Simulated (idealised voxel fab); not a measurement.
The following process module bears the name voxel self aligned contacts.
Shown is cross-section cut, with a width of 175 nm and square cells of size 5 nm.
A cross-section in this document is a grid of square cells, and it is written down as bands, the top band listed before the ones below it; a band is made up of one or more rows of cells. First you get the band's top height and its bottom height, in nm, and then the materials it's made of, left to right, with each width in nm. If you see a single material with "all across", that one covers the band edge to edge. "blank" is empty space. Basically, 0 is our baseline, since under it the wafer straight out of the box is all one material. The bottom band has no lower end and keeps on going down, so it looks like "0 and below". Graded width ("30 to 40"): value in top row of band = first number; value in bottom row = second number; row-to-row change constant. Basically "stayed the same" means that step didn't change any cell in the cross-section. The entry titled "Sealed cavities" provides the empty spaces that have no open way to the top, restricted to those of 8 cells or more. Each is presented as width x height at distance, the distance being measured from the left edge, with all three in nm. That trailing text on a step's line, after the settings, is the simulator's own remark on the step. The setting "overlay nm" may be written on the line of a step. When the step uses a mask, the value reports how far to the right of the planned place the mask lay, and a negative value reports that it lay to the left.
### The following list gives the planned process steps
1) RECEIVE: material Si
2) CONFORMAL_DEP: material SiO2, thk nm 5
3) DIRECTIONAL_DEP: material polySi, thk nm 25
4) DIRECTIONAL_DEP: material SiN, thk nm 25
5) MASKED_ETCH: tone cover, mask id GATE, width nm 30, pitch nm 65, etch materials SiN, depth nm 25, overlay nm 0
6) MASKED_ETCH: tone cover, mask id GATE, width nm 30, pitch nm 65, etch materials polySi, depth nm 25, overlay nm 0
7) CONFORMAL_DEP: material SiN, thk nm 10
8) DIRECTIONAL_ETCH: etch materials SiN, depth nm 10
9) FILL_DEP: material SiO2, thk nm 10
10) CMP: height nm 60
11) MASKED_ETCH: tone open, mask id CONTACT, width nm 45, etch materials SiO2, depth nm 60, overlay nm 0
12) CONFORMAL_DEP: material TiN, thk nm 5
13) FILL_DEP: material W, thk nm 5
14) CMP: height nm 60
15) CONFORMAL_DEP: material SiN, thk nm 5
### So, the first of our two wafers, run just as we planned it
### Cross-section of the incoming wafer, state after step 1
0 and below  Si all across
Sealed cavities: none
### Cross-section: wafer state after step 2
5 down to 0  SiO2 all across
Below 0 it's all the same as before, nothing changed down there.
### Cross-section: wafer state after step 3
30 down to 5  polySi all across
Below 5 it's all the same as before, nothing changed down there.
### Cross-section: wafer state after step 4
55 down to 30  SiN all across
Below 30 it's all the same as before, nothing changed down there.
### Cross-section: wafer state after step 5
55 down to 30  blank: 40 | SiN: 30 | blank: 35 | SiN: 30 | blank: 40
Below 30 it's all the same as before, nothing changed down there.
### Cross-section: wafer state after step 6
55 down to 30  blank: 40 | SiN: 30 | blank: 35 | SiN: 30 | blank: 40
30 down to 5  blank: 40 | polySi: 30 | blank: 35 | polySi: 30 | blank: 40
Below 5 it's all the same as before, nothing changed down there.
### Cross-section: wafer state after step 7
65 down to 30  blank: 30 | SiN: 50 | blank: 15 | SiN: 50 | blank: 30
30 down to 15  blank: 30 | SiN: 10 | polySi: 30 | SiN: 10 | blank: 15 | SiN: 10 | polySi: 30 | SiN: 10 | blank: 30
15 down to 5  SiN: 40 | polySi: 30 | SiN: 35 | polySi: 30 | SiN: 40
Below 5 it's all the same as before, nothing changed down there.
### Cross-section: wafer state after step 8
55 down to 30  blank: 30 | SiN: 50 | blank: 15 | SiN: 50 | blank: 30
30 down to 5  blank: 30 | SiN: 10 | polySi: 30 | SiN: 10 | blank: 15 | SiN: 10 | polySi: 30 | SiN: 10 | blank: 30
Below 5 it's all the same as before, nothing changed down there.
### Cross-section: wafer state after step 9
65 down to 55  SiO2 all across
55 down to 30  SiO2: 30 | SiN: 50 | SiO2: 15 | SiN: 50 | SiO2: 30
30 down to 5  SiO2: 30 | SiN: 10 | polySi: 30 | SiN: 10 | SiO2: 15 | SiN: 10 | polySi: 30 | SiN: 10 | SiO2: 30
Below 5 it's all the same as before, nothing changed down there.
### Cross-section: wafer state after step 10
60 down to 55  SiO2 all across
Below 55 it's all the same as before, nothing changed down there.
### Cross-section: wafer state after step 11
60 down to 55  SiO2: 65 | blank: 45 | SiO2: 65
55 down to 30  SiO2: 30 | SiN: 50 | blank: 15 | SiN: 50 | SiO2: 30
30 down to 5  SiO2: 30 | SiN: 10 | polySi: 30 | SiN: 10 | blank: 15 | SiN: 10 | polySi: 30 | SiN: 10 | SiO2: 30
5 down to 0  SiO2: 80 | blank: 15 | SiO2: 80
Below 0 it's all the same as before, nothing changed down there.
### Cross-section: wafer state after step 12
65 down to 60  TiN: 70 | blank: 35 | TiN: 70
60 down to 55  SiO2: 65 | TiN: 20 | blank: 5 | TiN: 20 | SiO2: 65
55 down to 30  SiO2: 30 | SiN: 50 | TiN: 5 | blank: 5 | TiN: 5 | SiN: 50 | SiO2: 30
30 down to 5  SiO2: 30 | SiN: 10 | polySi: 30 | SiN: 10 | TiN: 5 | blank: 5 | TiN: 5 | SiN: 10 | polySi: 30 | SiN: 10 | SiO2: 30
5 down to 0  SiO2: 80 | TiN: 15 | SiO2: 80
Below 0 it's all the same as before, nothing changed down there.
### Cross-section: wafer state after step 13
70 down to 65  W all across
65 down to 60  TiN: 70 | W: 35 | TiN: 70
60 down to 55  SiO2: 65 | TiN: 20 | W: 5 | TiN: 20 | SiO2: 65
55 down to 30  SiO2: 30 | SiN: 50 | TiN: 5 | W: 5 | TiN: 5 | SiN: 50 | SiO2: 30
30 down to 5  SiO2: 30 | SiN: 10 | polySi: 30 | SiN: 10 | TiN: 5 | W: 5 | TiN: 5 | SiN: 10 | polySi: 30 | SiN: 10 | SiO2: 30
Below 5 it's all the same as before, nothing changed down there.
### Cross-section: wafer state after step 14
60 down to 55  SiO2: 65 | TiN: 20 | W: 5 | TiN: 20 | SiO2: 65
Below 55 it's all the same as before, nothing changed down there.
### Cross-section: wafer state after step 15
65 down to 60  SiN all across
Below 60 it's all the same as before, nothing changed down there.
### Regarding the second of the two wafers: it shared the first wafer's starting condition and process plan, yet one error occurred during its execution. Its history coincides with that of the first wafer up to and including step 2
### Planned end of step 3: second wafer, cross-section
30 down to 0  SiO2 all across
Below 0 it's all the same as before, nothing changed down there.
### Planned end of step 4: second wafer, cross-section
55 down to 30  SiN all across
Below 30 it's all the same as before, nothing changed down there.
### Planned end of step 5: second wafer, cross-section
55 down to 30  blank: 40 | SiN: 30 | blank: 35 | SiN: 30 | blank: 40
Below 30 it's all the same as before, nothing changed down there.
Planned end of step 6: second wafer, cross-section: stayed the same
### Planned end of step 7: second wafer, cross-section
65 down to 40  blank: 30 | SiN: 50 | blank: 15 | SiN: 50 | blank: 30
40 down to 30  SiN all across
Below 30 it's all the same as before, nothing changed down there.
### Planned end of step 8: second wafer, cross-section
55 down to 30  blank: 30 | SiN: 50 | blank: 15 | SiN: 50 | blank: 30
Below 30 it's all the same as before, nothing changed down there.
### Planned end of step 9: second wafer, cross-section
65 down to 55  SiO2 all across
55 down to 30  SiO2: 30 | SiN: 50 | SiO2: 15 | SiN: 50 | SiO2: 30
Below 30 it's all the same as before, nothing changed down there.
### Planned end of step 10: second wafer, cross-section
60 down to 55  SiO2 all across
Below 55 it's all the same as before, nothing changed down there.
### Planned end of step 11: second wafer, cross-section
60 down to 55  SiO2: 65 | blank: 45 | SiO2: 65
55 down to 30  SiO2: 30 | SiN: 50 | blank: 15 | SiN: 50 | SiO2: 30
30 down to 0  SiO2: 80 | blank: 15 | SiO2: 80
Below 0 it's all the same as before, nothing changed down there.
### Planned end of step 12: second wafer, cross-section
65 down to 60  TiN: 70 | blank: 35 | TiN: 70
60 down to 55  SiO2: 65 | TiN: 20 | blank: 5 | TiN: 20 | SiO2: 65
55 down to 30  SiO2: 30 | SiN: 50 | TiN: 5 | blank: 5 | TiN: 5 | SiN: 50 | SiO2: 30
30 down to 5  SiO2: 80 | TiN: 5 | blank: 5 | TiN: 5 | SiO2: 80
5 down to 0  SiO2: 80 | TiN: 15 | SiO2: 80
Below 0 it's all the same as before, nothing changed down there.
### Planned end of step 13: second wafer, cross-section
70 down to 65  W all across
65 down to 60  TiN: 70 | W: 35 | TiN: 70
60 down to 55  SiO2: 65 | TiN: 20 | W: 5 | TiN: 20 | SiO2: 65
55 down to 30  SiO2: 30 | SiN: 50 | TiN: 5 | W: 5 | TiN: 5 | SiN: 50 | SiO2: 30
30 down to 5  SiO2: 80 | TiN: 5 | W: 5 | TiN: 5 | SiO2: 80
Below 5 it's all the same as before, nothing changed down there.
### Planned end of step 14: second wafer, cross-section
60 down to 55  SiO2: 65 | TiN: 20 | W: 5 | TiN: 20 | SiO2: 65
Below 55 it's all the same as before, nothing changed down there.
### Planned end of step 15: second wafer, cross-section
65 down to 60  SiN all across
Below 60 it's all the same as before, nothing changed down there.
Which mistake was made when the wafer was run? note that step 3 departed from the planned setting and was carried out as DIRECTIONAL_DEP: material SiO2, thk nm 25
Wafer comparison, final, in cells, second relative to first, materials more or fewer: SiN: 40 fewer | SiO2: 100 more | polySi: 60 fewer
